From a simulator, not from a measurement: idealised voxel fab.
process module | voxel capacitor over wiring
cross-section cut | 180 nm wide | cells 5 nm
A cross-section is a grid of square cells, given in bands from the top down. A band is one or more rows of cells.
Each band's line starts with the height of the band's top and of its bottom, in nm. Then come its materials from left to right, each with its width in nm. One material with "throughout" fills the band from edge to edge. "air" is empty space.
Height 0 is the level under which the wafer as received is all one material. The lowest band goes on downwards, as in "0 down".
A width such as "30 to 40" changes by the same amount from each row of cells to the next, from the band's top row to its bottom row.
"no change" after a step means that no cell of the cross-section changed.
closed voids: empty space of 8 cells or more with no open way to the top, each as width x height at its distance from the left edge, in nm
after a step's settings: what the simulator itself notes on the step
overlay nm, on a step with a mask: how far to the right of its planned place the mask lay; to the left if negative
plan
1 op RECEIVE | material Si
2 op CONFORMAL_DEP | material SiO2 | thk nm 15
3 op CONFORMAL_DEP | material SiN | thk nm 5
4 op DIRECTIONAL_DEP | material lowk | thk nm 15
5 op PATTERN | tone open | mask id METAL_1 | material resist | width nm 30 | pitch nm 85 | thk nm 20 | overlay nm 0
6 op DIRECTIONAL_ETCH | etch materials lowk | depth nm 15
7 op DIRECTIONAL_ETCH | etch materials SiN | depth nm 5
8 op STRIP | etch materials resist
9 op CONFORMAL_DEP | material TiN | thk nm 5
10 op FILL_DEP | material Ru | thk nm 10
11 op CMP | height nm 35
12 op CONFORMAL_DEP | material SiCN | thk nm 5
13 op DIRECTIONAL_DEP | material lowk | thk nm 15
14 op DIRECTIONAL_DEP | material aC | thk nm 10
15 op PATTERN | tone open | mask id PLUG_1 | material resist | width nm 15 | thk nm 25 | overlay nm 0
16 op DIRECTIONAL_ETCH | etch materials aC | depth nm 10
17 op STRIP | etch materials resist
18 op DIRECTIONAL_ETCH | etch materials lowk | depth nm 15
19 op DIRECTIONAL_ETCH | etch materials SiCN | depth nm 5
20 op STRIP | etch materials aC
21 op CONFORMAL_DEP | material TiN | thk nm 5
22 op FILL_DEP | material W | thk nm 10
23 op CMP | height nm 55
24 op DIRECTIONAL_DEP | material TiN | thk nm 5
25 op DIRECTIONAL_DEP | material Al2O3 | thk nm 5
26 op DIRECTIONAL_DEP | material TiN | thk nm 10
27 op PATTERN | tone cover | mask id UPPER_PLATE | material resist | width nm 60 | thk nm 15 | overlay nm 0
28 op DIRECTIONAL_ETCH | etch materials TiN | depth nm 10
29 op DIRECTIONAL_ETCH | etch materials Al2O3 | depth nm 5
30 op STRIP | etch materials resist
31 op MASKED_ETCH | tone cover | mask id LOWER_PLATE | width nm 70 | etch materials TiN | depth nm 5 | overlay nm 0
32 op FILL_DEP | material SiO2 | thk nm 20
33 op CMP | height nm 90
34 op MASKED_ETCH | tone open | mask id PLUG_2 | width nm 15 | etch materials SiO2 | depth nm 15 | overlay nm 0
35 op CONFORMAL_DEP | material TiN | thk nm 5
36 op FILL_DEP | material W | thk nm 10
37 op CMP | height nm 90
38 op CONFORMAL_DEP | material SiN | thk nm 5
first wafer, as planned
as received, after step 1
  0 down: Si throughout
  closed voids: none
after step 2
  15 to 0: SiO2 throughout
  below 0: unchanged
after step 3
  20 to 15: SiN throughout
  below 15: unchanged
after step 4
  35 to 20: lowk throughout
  below 20: unchanged
after step 5
  55 to 35: resist 30 | air 30 | resist 55 | air 30 | resist 35
  below 35: unchanged
after step 6
  55 to 35: resist 30 | air 30 | resist 55 | air 30 | resist 35
  35 to 20: lowk 30 | air 30 | lowk 55 | air 30 | lowk 35
  below 20: unchanged
after step 7
  55 to 35: resist 30 | air 30 | resist 55 | air 30 | resist 35
  35 to 20: lowk 30 | air 30 | lowk 55 | air 30 | lowk 35
  20 to 15: SiN 30 | air 30 | SiN 55 | air 30 | SiN 35
  below 15: unchanged
after step 8
  35 to 20: lowk 30 | air 30 | lowk 55 | air 30 | lowk 35
  below 20: unchanged
after step 9
  40 to 35: TiN 35 | air 20 | TiN 65 | air 20 | TiN 40
  35 to 20: lowk 30 | TiN 5 | air 20 | TiN 5 | lowk 55 | TiN 5 | air 20 | TiN 5 | lowk 35
  20 to 15: SiN 30 | TiN 30 | SiN 55 | TiN 30 | SiN 35
  below 15: unchanged
after step 10
  50 to 40: Ru throughout
  40 to 35: TiN 35 | Ru 20 | TiN 65 | Ru 20 | TiN 40
  35 to 20: lowk 30 | TiN 5 | Ru 20 | TiN 5 | lowk 55 | TiN 5 | Ru 20 | TiN 5 | lowk 35
  below 20: unchanged
after step 11
  35 to 20: lowk 30 | TiN 5 | Ru 20 | TiN 5 | lowk 55 | TiN 5 | Ru 20 | TiN 5 | lowk 35
  below 20: unchanged
after step 12
  40 to 35: SiCN throughout
  below 35: unchanged
after step 13
  55 to 40: lowk throughout
  below 40: unchanged
after step 14
  65 to 55: aC throughout
  below 55: unchanged
after step 15
  90 to 65: resist 45 | air 15 | resist 120
  below 65: unchanged
after step 16
  80 to 65: resist 45 | air 15 | resist 120
  65 to 55: aC 45 | air 15 | aC 120
  below 55: unchanged
after step 17
  65 to 55: aC 45 | air 15 | aC 120
  below 55: unchanged
after step 18
  65 to 55: aC 45 | air 15 | aC 120
  55 to 40: lowk 45 | air 15 | lowk 120
  below 40: unchanged
after step 19
  65 to 55: aC 45 | air 15 | aC 120
  55 to 40: lowk 45 | air 15 | lowk 120
  40 to 35: SiCN 45 | air 15 | SiCN 120
  below 35: unchanged
after step 20
  55 to 40: lowk 45 | air 15 | lowk 120
  below 40: unchanged
after step 21
  60 to 55: TiN 50 | air 5 | TiN 125
  55 to 40: lowk 45 | TiN 5 | air 5 | TiN 5 | lowk 120
  40 to 35: SiCN 45 | TiN 15 | SiCN 120
  below 35: unchanged
after step 22
  70 to 60: W throughout
  60 to 55: TiN 50 | W 5 | TiN 125
  55 to 40: lowk 45 | TiN 5 | W 5 | TiN 5 | lowk 120
  below 40: unchanged
after step 23
  55 to 40: lowk 45 | TiN 5 | W 5 | TiN 5 | lowk 120
  below 40: unchanged
after step 24
  60 to 55: TiN throughout
  below 55: unchanged
after step 25
  65 to 60: Al2O3 throughout
  below 60: unchanged
after step 26
  75 to 65: TiN throughout
  below 65: unchanged
after step 27
  90 to 75: air 45 | resist 60 | air 75
  below 75: unchanged
after step 28
  90 to 75: air 45 | resist 60 | air 75
  75 to 65: air 45 | TiN 60 | air 75
  below 65: unchanged
after step 29
  90 to 75: air 45 | resist 60 | air 75
  75 to 65: air 45 | TiN 60 | air 75
  65 to 60: air 45 | Al2O3 60 | air 75
  below 60: unchanged
after step 30
  75 to 65: air 45 | TiN 60 | air 75
  below 65: unchanged
after step 31
  75 to 65: air 45 | TiN 60 | air 75
  65 to 60: air 45 | Al2O3 60 | air 75
  60 to 55: air 40 | TiN 70 | air 70
  below 55: unchanged
after step 32
  95 to 75: SiO2 throughout
  75 to 65: SiO2 45 | TiN 60 | SiO2 75
  65 to 60: SiO2 45 | Al2O3 60 | SiO2 75
  60 to 55: SiO2 40 | TiN 70 | SiO2 70
  below 55: unchanged
after step 33
  90 to 75: SiO2 throughout
  below 75: unchanged
after step 34
  90 to 75: SiO2 55 | air 15 | SiO2 110
  below 75: unchanged
after step 35
  95 to 90: TiN 60 | air 5 | TiN 115
  90 to 80: SiO2 55 | TiN 5 | air 5 | TiN 5 | SiO2 110
  80 to 75: SiO2 55 | TiN 15 | SiO2 110
  below 75: unchanged
after step 36
  105 to 95: W throughout
  95 to 90: TiN 60 | W 5 | TiN 115
  90 to 80: SiO2 55 | TiN 5 | W 5 | TiN 5 | SiO2 110
  below 80: unchanged
after step 37
  90 to 80: SiO2 55 | TiN 5 | W 5 | TiN 5 | SiO2 110
  below 80: unchanged
after step 38
  95 to 90: SiN throughout
  below 90: unchanged
second wafer: like start, like plan, one mistake. Through step 1 it matches the first wafer
when step 2 should have ended
  30 to 0: SiO2 throughout
  below 0: unchanged
when step 3 should have ended
  35 to 30: SiN throughout
  below 30: unchanged
when step 4 should have ended
  50 to 35: lowk throughout
  below 35: unchanged
when step 5 should have ended
  70 to 50: resist 30 | air 30 | resist 55 | air 30 | resist 35
  below 50: unchanged
when step 6 should have ended
  70 to 50: resist 30 | air 30 | resist 55 | air 30 | resist 35
  50 to 35: lowk 30 | air 30 | lowk 55 | air 30 | lowk 35
  below 35: unchanged
when step 7 should have ended
  70 to 50: resist 30 | air 30 | resist 55 | air 30 | resist 35
  50 to 35: lowk 30 | air 30 | lowk 55 | air 30 | lowk 35
  35 to 30: SiN 30 | air 30 | SiN 55 | air 30 | SiN 35
  below 30: unchanged
when step 8 should have ended
  50 to 35: lowk 30 | air 30 | lowk 55 | air 30 | lowk 35
  below 35: unchanged
when step 9 should have ended
  55 to 50: TiN 35 | air 20 | TiN 65 | air 20 | TiN 40
  50 to 35: lowk 30 | TiN 5 | air 20 | TiN 5 | lowk 55 | TiN 5 | air 20 | TiN 5 | lowk 35
  35 to 30: SiN 30 | TiN 30 | SiN 55 | TiN 30 | SiN 35
  below 30: unchanged
when step 10 should have ended
  65 to 55: Ru throughout
  55 to 50: TiN 35 | Ru 20 | TiN 65 | Ru 20 | TiN 40
  50 to 35: lowk 30 | TiN 5 | Ru 20 | TiN 5 | lowk 55 | TiN 5 | Ru 20 | TiN 5 | lowk 35
  below 35: unchanged
when step 11 should have ended
  35 to 30: SiN 30 | TiN 30 | SiN 55 | TiN 30 | SiN 35
  below 30: unchanged
when step 12 should have ended
  40 to 35: SiCN throughout
  below 35: unchanged
when step 13 should have ended
  55 to 40: lowk throughout
  below 40: unchanged
when step 14 should have ended
  65 to 55: aC throughout
  below 55: unchanged
when step 15 should have ended
  90 to 65: resist 45 | air 15 | resist 120
  below 65: unchanged
when step 16 should have ended
  80 to 65: resist 45 | air 15 | resist 120
  65 to 55: aC 45 | air 15 | aC 120
  below 55: unchanged
when step 17 should have ended
  65 to 55: aC 45 | air 15 | aC 120
  below 55: unchanged
when step 18 should have ended
  65 to 55: aC 45 | air 15 | aC 120
  55 to 40: lowk 45 | air 15 | lowk 120
  below 40: unchanged
when step 19 should have ended
  65 to 55: aC 45 | air 15 | aC 120
  55 to 40: lowk 45 | air 15 | lowk 120
  40 to 35: SiCN 45 | air 15 | SiCN 120
  below 35: unchanged
when step 20 should have ended
  55 to 40: lowk 45 | air 15 | lowk 120
  below 40: unchanged
when step 21 should have ended
  60 to 55: TiN 50 | air 5 | TiN 125
  55 to 40: lowk 45 | TiN 5 | air 5 | TiN 5 | lowk 120
  40 to 35: SiCN 45 | TiN 15 | SiCN 120
  below 35: unchanged
when step 22 should have ended
  70 to 60: W throughout
  60 to 55: TiN 50 | W 5 | TiN 125
  55 to 40: lowk 45 | TiN 5 | W 5 | TiN 5 | lowk 120
  below 40: unchanged
when step 23 should have ended
  55 to 40: lowk 45 | TiN 5 | W 5 | TiN 5 | lowk 120
  below 40: unchanged
when step 24 should have ended
  60 to 55: TiN throughout
  below 55: unchanged
when step 25 should have ended
  65 to 60: Al2O3 throughout
  below 60: unchanged
when step 26 should have ended
  75 to 65: TiN throughout
  below 65: unchanged
when step 27 should have ended
  90 to 75: air 45 | resist 60 | air 75
  below 75: unchanged
when step 28 should have ended
  90 to 75: air 45 | resist 60 | air 75
  75 to 65: air 45 | TiN 60 | air 75
  below 65: unchanged
when step 29 should have ended
  90 to 75: air 45 | resist 60 | air 75
  75 to 65: air 45 | TiN 60 | air 75
  65 to 60: air 45 | Al2O3 60 | air 75
  below 60: unchanged
when step 30 should have ended
  75 to 65: air 45 | TiN 60 | air 75
  below 65: unchanged
when step 31 should have ended
  75 to 65: air 45 | TiN 60 | air 75
  65 to 60: air 45 | Al2O3 60 | air 75
  60 to 55: air 40 | TiN 70 | air 70
  below 55: unchanged
when step 32 should have ended
  95 to 75: SiO2 throughout
  75 to 65: SiO2 45 | TiN 60 | SiO2 75
  65 to 60: SiO2 45 | Al2O3 60 | SiO2 75
  60 to 55: SiO2 40 | TiN 70 | SiO2 70
  below 55: unchanged
when step 33 should have ended
  90 to 75: SiO2 throughout
  below 75: unchanged
when step 34 should have ended
  90 to 75: SiO2 55 | air 15 | SiO2 110
  below 75: unchanged
when step 35 should have ended
  95 to 90: TiN 60 | air 5 | TiN 115
  90 to 80: SiO2 55 | TiN 5 | air 5 | TiN 5 | SiO2 110
  80 to 75: SiO2 55 | TiN 15 | SiO2 110
  below 75: unchanged
when step 36 should have ended
  105 to 95: W throughout
  95 to 90: TiN 60 | W 5 | TiN 115
  90 to 80: SiO2 55 | TiN 5 | W 5 | TiN 5 | SiO2 110
  below 80: unchanged
when step 37 should have ended
  90 to 80: SiO2 55 | TiN 5 | W 5 | TiN 5 | SiO2 110
  below 80: unchanged
when step 38 should have ended
  95 to 90: SiN throughout
  below 90: unchanged
what went wrong: step 2 was run twice
at the end the second wafer has, in cells: 24 fewer of Ru | 108 more of SiO2 | 12 fewer of TiN | 72 fewer of lowk
